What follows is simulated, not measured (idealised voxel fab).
process module | voxel self aligned contacts
cross-section cut | 205 nm wide | cells 5 nm
A cross-section is a grid of square cells, given in bands from the top down. A band is one or more rows of cells.
Each band's line starts with the height of the band's top and of its bottom, in nm. Then come its materials from left to right, each with its width in nm. One material with "throughout" fills the band from edge to edge. "air" is empty space.
Height 0 is the level under which the wafer as received is all one material. The lowest band goes on downwards, as in "0 down".
A width such as "30 to 40" changes by the same amount from each row of cells to the next, from the band's top row to its bottom row.
"no change" after a step means that no cell of the cross-section changed.
closed voids: empty space of 8 cells or more with no open way to the top, each as width x height at its distance from the left edge, in nm
after a step's settings: what the simulator itself notes on the step
overlay nm, on a step with a mask: how far to the right of its planned place the mask lay; to the left if negative
plan
1 op RECEIVE | material Si
2 op OXIDIZE | depth nm 5
3 op DIRECTIONAL_DEP | material polySi | thk nm 30
4 op DIRECTIONAL_DEP | material SiN | thk nm 20
5 op MASKED_ETCH | tone cover | mask id GATE | width nm 25 | pitch nm 60 | etch materials SiN | depth nm 20 | overlay nm 0
6 op MASKED_ETCH | tone cover | mask id GATE | width nm 25 | pitch nm 60 | etch materials polySi | depth nm 30 | overlay nm 0
7 op CONFORMAL_DEP | material SiN | thk nm 5
8 op DIRECTIONAL_ETCH | etch materials SiN | depth nm 5
9 op FILL_DEP | material SiO2 | thk nm 20
10 op CMP | height nm 60
11 op PATTERN | tone open | mask id CONTACT | material resist | width nm 45 | thk nm 20 | overlay nm 0
12 op DIRECTIONAL_ETCH | etch materials SiO2 | depth nm 65
13 op STRIP | etch materials resist
14 op CONFORMAL_DEP | material TiN | thk nm 5
15 op FILL_DEP | material W | thk nm 5
16 op CMP | height nm 60
17 op CONFORMAL_DEP | material SiN | thk nm 5
first wafer, as planned
as received, after step 1
  0 down: Si throughout
  closed voids: none
after step 2
  0 to -5: SiO2 throughout
  below -5: unchanged
after step 3
  30 to 0: polySi throughout
  below 0: unchanged
after step 4
  50 to 30: SiN throughout
  below 30: unchanged
after step 5
  50 to 30: air 60 | SiN 25 | air 35 | SiN 25 | air 60
  below 30: unchanged
after step 6
  50 to 30: air 60 | SiN 25 | air 35 | SiN 25 | air 60
  30 to 0: air 60 | polySi 25 | air 35 | polySi 25 | air 60
  below 0: unchanged
after step 7
  55 to 30: air 55 | SiN 35 | air 25 | SiN 35 | air 55
  30 to 5: air 55 | SiN 5 | polySi 25 | SiN 5 | air 25 | SiN 5 | polySi 25 | SiN 5 | air 55
  5 to 0: SiN 60 | polySi 25 | SiN 35 | polySi 25 | SiN 60
  below 0: unchanged
after step 8
  50 to 30: air 55 | SiN 35 | air 25 | SiN 35 | air 55
  30 to 0: air 55 | SiN 5 | polySi 25 | SiN 5 | air 25 | SiN 5 | polySi 25 | SiN 5 | air 55
  below 0: unchanged
after step 9
  70 to 50: SiO2 throughout
  50 to 30: SiO2 55 | SiN 35 | SiO2 25 | SiN 35 | SiO2 55
  30 to 0: SiO2 55 | SiN 5 | polySi 25 | SiN 5 | SiO2 25 | SiN 5 | polySi 25 | SiN 5 | SiO2 55
  below 0: unchanged
after step 10
  60 to 50: SiO2 throughout
  below 50: unchanged
after step 11
  80 to 60: resist 80 | air 45 | resist 80
  below 60: unchanged
after step 12
  80 to 60: resist 80 | air 45 | resist 80
  60 to 50: SiO2 80 | air 45 | SiO2 80
  50 to 30: SiO2 55 | SiN 35 | air 25 | SiN 35 | SiO2 55
  30 to 0: SiO2 55 | SiN 5 | polySi 25 | SiN 5 | air 25 | SiN 5 | polySi 25 | SiN 5 | SiO2 55
  0 to -5: SiO2 90 | air 25 | SiO2 90
  below -5: unchanged
after step 13
  60 to 50: SiO2 80 | air 45 | SiO2 80
  below 50: unchanged
after step 14
  65 to 60: TiN 85 | air 35 | TiN 85
  60 to 50: SiO2 80 | TiN 5 to 15 | air 35 to 15 | TiN 5 to 15 | SiO2 80
  50 to 30: SiO2 55 | SiN 35 | TiN 5 | air 15 | TiN 5 | SiN 35 | SiO2 55
  30 to 0: SiO2 55 | SiN 5 | polySi 25 | SiN 5 | TiN 5 | air 15 | TiN 5 | SiN 5 | polySi 25 | SiN 5 | SiO2 55
  0 to -5: SiO2 90 | TiN 25 | SiO2 90
  below -5: unchanged
after step 15
  70 to 65: W throughout
  65 to 60: TiN 85 | W 35 | TiN 85
  60 to 50: SiO2 80 | TiN 5 to 15 | W 35 to 15 | TiN 5 to 15 | SiO2 80
  50 to 30: SiO2 55 | SiN 35 | TiN 5 | W 15 | TiN 5 | SiN 35 | SiO2 55
  30 to 0: SiO2 55 | SiN 5 | polySi 25 | SiN 5 | TiN 5 | W 15 | TiN 5 | SiN 5 | polySi 25 | SiN 5 | SiO2 55
  below 0: unchanged
after step 16
  60 to 50: SiO2 80 | TiN 5 to 15 | W 35 to 15 | TiN 5 to 15 | SiO2 80
  below 50: unchanged
after step 17
  65 to 60: SiN throughout
  below 60: unchanged
second wafer: like start, like plan, one mistake. Through step 2 it matches the first wafer
when step 3 should have ended
  20 to 0: SiN throughout
  below 0: unchanged
when step 4 should have ended
  50 to 20: polySi throughout
  below 20: unchanged
when step 5 should have ended: no change
when step 6 should have ended
  50 to 20: air 60 | polySi 25 | air 35 | polySi 25 | air 60
  below 20: unchanged
when step 7 should have ended
  55 to 50: air 55 | SiN 35 | air 25 | SiN 35 | air 55
  50 to 25: air 55 | SiN 5 | polySi 25 | SiN 5 | air 25 | SiN 5 | polySi 25 | SiN 5 | air 55
  25 to 20: SiN 60 | polySi 25 | SiN 35 | polySi 25 | SiN 60
  below 20: unchanged
when step 8 should have ended
  50 to 20: air 55 | SiN 5 | polySi 25 | SiN 5 | air 25 | SiN 5 | polySi 25 | SiN 5 | air 55
  below 20: unchanged
when step 9 should have ended
  70 to 50: SiO2 throughout
  50 to 20: SiO2 55 | SiN 5 | polySi 25 | SiN 5 | SiO2 25 | SiN 5 | polySi 25 | SiN 5 | SiO2 55
  below 20: unchanged
when step 10 should have ended
  60 to 50: SiO2 throughout
  below 50: unchanged
when step 11 should have ended
  80 to 60: resist 80 | air 45 | resist 80
  below 60: unchanged
when step 12 should have ended
  80 to 60: resist 80 | air 45 | resist 80
  60 to 50: SiO2 80 | air 45 | SiO2 80
  50 to 20: SiO2 55 | SiN 5 | polySi 25 | SiN 5 | air 25 | SiN 5 | polySi 25 | SiN 5 | SiO2 55
  below 20: unchanged
when step 13 should have ended
  60 to 50: SiO2 80 | air 45 | SiO2 80
  below 50: unchanged
when step 14 should have ended
  65 to 60: TiN 85 | air 35 | TiN 85
  60 to 50: SiO2 80 | TiN 5 to 15 | air 35 to 15 | TiN 5 to 15 | SiO2 80
  50 to 25: SiO2 55 | SiN 5 | polySi 25 | SiN 5 | TiN 5 | air 15 | TiN 5 | SiN 5 | polySi 25 | SiN 5 | SiO2 55
  25 to 20: SiO2 55 | SiN 5 | polySi 25 | SiN 5 | TiN 25 | SiN 5 | polySi 25 | SiN 5 | SiO2 55
  below 20: unchanged
when step 15 should have ended
  70 to 65: W throughout
  65 to 60: TiN 85 | W 35 | TiN 85
  60 to 50: SiO2 80 | TiN 5 to 15 | W 35 to 15 | TiN 5 to 15 | SiO2 80
  50 to 25: SiO2 55 | SiN 5 | polySi 25 | SiN 5 | TiN 5 | W 15 | TiN 5 | SiN 5 | polySi 25 | SiN 5 | SiO2 55
  below 25: unchanged
when step 16 should have ended
  60 to 50: SiO2 80 | TiN 5 to 15 | W 35 to 15 | TiN 5 to 15 | SiO2 80
  below 50: unchanged
when step 17 should have ended
  65 to 60: SiN throughout
  below 60: unchanged
what went wrong: steps 3 and 4 were swapped
at the end the second wafer has, in cells: 108 more of SiN | 83 fewer of SiO2 | 10 fewer of TiN | 15 fewer of W
